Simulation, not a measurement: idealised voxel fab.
Documented hereafter: the process module known as voxel self aligned vias.
Square cell edge 5 nm, section width 265 nm, ID cut.
Cross-section, as written here: a square-cell grid given band by band from the top down, where a band holds one or more rows of cells. Each band's line starts with the height of the band's top and of its bottom, in nm. Then come its materials from left to right, each with its width in nm. One material with "edge to edge" fills the band from edge to edge. "blank" is empty space. Note: height 0 marks the level under which the wafer is uniformly one material as received. Lowest band unbounded below, written "0 and below". The expression "30..40" gives the width at the extremes of the band, the first number at its top row of cells and the second at its bottom row, with the width changing by equal amounts from each row to the next in between. For the purposes of this document, the phrase "remained unchanged" attached to a step denotes that no cell within the cross-section was modified by that step. In "Trapped void list" the enclosed voids are listed, meaning empty spaces of 8 cells or larger without any opening to the top. The form is width x height at distance, distance from the left edge, units nm. What comes after the settings on a step's line is commentary from the simulator itself on that step. Regarding "overlay nm": on a step with a mask, it is the distance the mask lay to the right of its planned place; a negative value places it to the left.
Steps planned for the process
1,RECEIVE with material Si
2,CONFORMAL_DEP with material SiO2, thk nm 10
3,CONFORMAL_DEP with material SiCN, thk nm 5
4,DIRECTIONAL_DEP with material SiO2, thk nm 20
5,MASKED_ETCH with tone open, mask id LINES, width nm 20, pitch nm 60, etch materials SiO2, depth nm 20, overlay nm 0
6,CONFORMAL_DEP with material TiN, thk nm 5
7,FILL_DEP with material Ru, thk nm 10
8,CMP with height nm 35
9,SELECTIVE_ETCH with etch materials W Ru TiN, depth nm 10
10,FILL_DEP with material SiN, thk nm 5
11,CMP with height nm 35
12,DIRECTIONAL_DEP with material SiO2, thk nm 20
13,PATTERN with tone open, mask id VIAS, material resist, width nm 20, pitch nm 60, thk nm 20, overlay nm 0
14,DIRECTIONAL_ETCH with etch materials SiO2, depth nm 20
15,DIRECTIONAL_ETCH with etch materials SiN, depth nm 10
16,STRIP with etch materials resist
17,CONFORMAL_DEP with material TiN, thk nm 5
18,FILL_DEP with material Ru, thk nm 10
19,CMP with height nm 55
20,CONFORMAL_DEP with material SiCN, thk nm 5
Wafers differ in width nm at step 13; plan lists the first wafer's value; identical starting state.
First wafer of several, as received: cross-section after step 1
- 0 and below: Si edge to edge
- Trapped void list: none
The first of several wafers, seen in cross-section after the module's last step, step 20
- 60 down to 55: SiCN edge to edge
- 55 down to 30: SiO2=90 | TiN=5 | Ru=10 | TiN=5 | SiO2=40 | TiN=5 | Ru=10 | TiN=5 | SiO2=95
- 30 down to 25: SiO2=90 | TiN=20 | SiO2=40 | TiN=20 | SiO2=95
- 25 down to 20: SiO2=90 | TiN=5 | Ru=10 | TiN=5 | SiO2=40 | TiN=5 | Ru=10 | TiN=5 | SiO2=95
- 20 down to 15: SiO2=90 | TiN=20 | SiO2=40 | TiN=20 | SiO2=95
- 15 down to 10: SiCN edge to edge
- 10 down to 0: SiO2 edge to edge
- 0 and below: Si edge to edge
- Trapped void list: none
Cross-section of the final wafer among several, taken at the end of the module
- 60 down to 55: SiCN edge to edge
- 55 down to 40: SiO2=80 | TiN=5 | Ru=35 | TiN=5 | SiO2=15 | TiN=5 | Ru=35 | TiN=5 | SiO2=80
- 40 down to 30: SiO2=80..90 | TiN=15..5 | Ru=10 | TiN=20..5 | SiO2=15..40 | TiN=15..5 | Ru=10 | TiN=20..5 | SiO2=80..95
- 30 down to 25: SiO2=90 | TiN=20 | SiO2=40 | TiN=20 | SiO2=95
- 25 down to 20: SiO2=90 | TiN=5 | Ru=10 | TiN=5 | SiO2=40 | TiN=5 | Ru=10 | TiN=5 | SiO2=95
- 20 down to 15: SiO2=90 | TiN=20 | SiO2=40 | TiN=20 | SiO2=95
- 15 down to 10: SiCN edge to edge
- 10 down to 0: SiO2 edge to edge
- 0 and below: Si edge to edge
- Trapped void list: none
Each row below is a wafer at the end of the module, listing for every material the number of cells it has gained (+) or lost (-) since it was received, followed by its closed voids
width nm 20 | +24 Ru | +106 SiCN | +466 SiO2 | +40 TiN | Trapped void list: none
width nm 25 | +30 Ru | +106 SiCN | +458 SiO2 | +42 TiN | Trapped void list: none
width nm 30 | +36 Ru | +106 SiCN | +450 SiO2 | +44 TiN | Trapped void list: none
width nm 35 | +42 Ru | +106 SiCN | +442 SiO2 | +46 TiN | Trapped void list: none
width nm 40 | +48 Ru | +106 SiCN | +434 SiO2 | +48 TiN | Trapped void list: none
width nm 45 | +54 Ru | +106 SiCN | +426 SiO2 | +50 TiN | Trapped void list: none
